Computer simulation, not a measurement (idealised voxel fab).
The process module that follows is named voxel air gaps.
Square cell edge 5 nm, section width 210 nm, ID cut.
Each cross-section below is a grid of square cells, stated as bands in top-down order, with one or more rows of cells making up each band.
Read a band's entry like this: the first values are the height of its top and the height of its bottom in nm, and what follows is the sequence of materials from left to right, each with its width in nm. Note that "empty" is empty space, and that a single material marked "everywhere" reaches across the band from edge to edge.
Measure heights from 0. That's the level where, below it, the as-received wafer is all one material. The lowest band is bottomless and extends downward; write it as in "0 down".
So if you see something like "30->40" for the width, read it as the top row of the band sitting at the first number and the bottom row at the second, with every row in between moving by the same amount as the last.
Reading "changes: none" for a step: not a cell of the cross-section changed in it.
"Enclosed internal voids": empty spaces of 8 cells or more with no open way to the top, each given as width x height at distance, distance from the left edge, all in nm.
Note: text after step settings on the step line = simulator remark on that step.
When a step includes a mask, the "overlay nm" setting on its line states how far to the right of its planned place that mask lay, and negative values state how far to the left.

Below is the list of planned process steps:
1. RECEIVE,material Si
2. CONFORMAL_DEP,material SiO2,thk nm 15
3. CONFORMAL_DEP,material SiCN,thk nm 5
4. DIRECTIONAL_DEP,material SiO2,thk nm 30
5. DIRECTIONAL_DEP,material aC,thk nm 10
6. PATTERN,tone open,mask id LINES,material resist,width nm 20,pitch nm 50,thk nm 30,overlay nm 0
7. DIRECTIONAL_ETCH,etch materials aC,depth nm 10
8. STRIP,etch materials resist
9. DIRECTIONAL_ETCH,etch materials SiO2,depth nm 30
10. STRIP,etch materials aC
11. CONFORMAL_DEP,material TiN,thk nm 5
12. FILL_DEP,material W,thk nm 5
13. CMP,height nm 50
14. EPI,material Ru,thk nm 10
15. SELECTIVE_ETCH,etch materials SiO2,depth nm 40
16. CONFORMAL_DEP,material SiCN,thk nm 5

Delivered wafer in cross-section: state after step 1:
- 0 down = Si everywhere
- Enclosed internal voids: none

Final cross-section, module run with one mistake (start and plan as above):
- 65 to 60 = SiCN everywhere
- 60 to 50 = Ru everywhere
- 50 to 25 = 15 nm W; 5 nm TiN; 20 nm SiO2; 5 nm TiN; 20 nm W; 5 nm TiN; 20 nm SiO2; 5 nm TiN; 20 nm W; 5 nm TiN; 20 nm SiO2; 5 nm TiN; 20 nm W; 5 nm TiN; 20 nm SiO2; 5 nm TiN; 15 nm W
- 25 to 20 = 20 nm TiN; 20 nm SiO2; 30 nm TiN; 20 nm SiO2; 30 nm TiN; 20 nm SiO2; 30 nm TiN; 20 nm SiO2; 20 nm TiN
- 20 to 15 = SiCN everywhere
- 15 to 0 = SiO2 everywhere
- 0 down = Si everywhere
- Enclosed internal voids: none
Which mistake was made when the wafer was run? step 6 deviated from plan and actually ran as PATTERN,tone cover,mask id LINES,material resist,width nm 20,pitch nm 50,thk nm 30,overlay nm 0
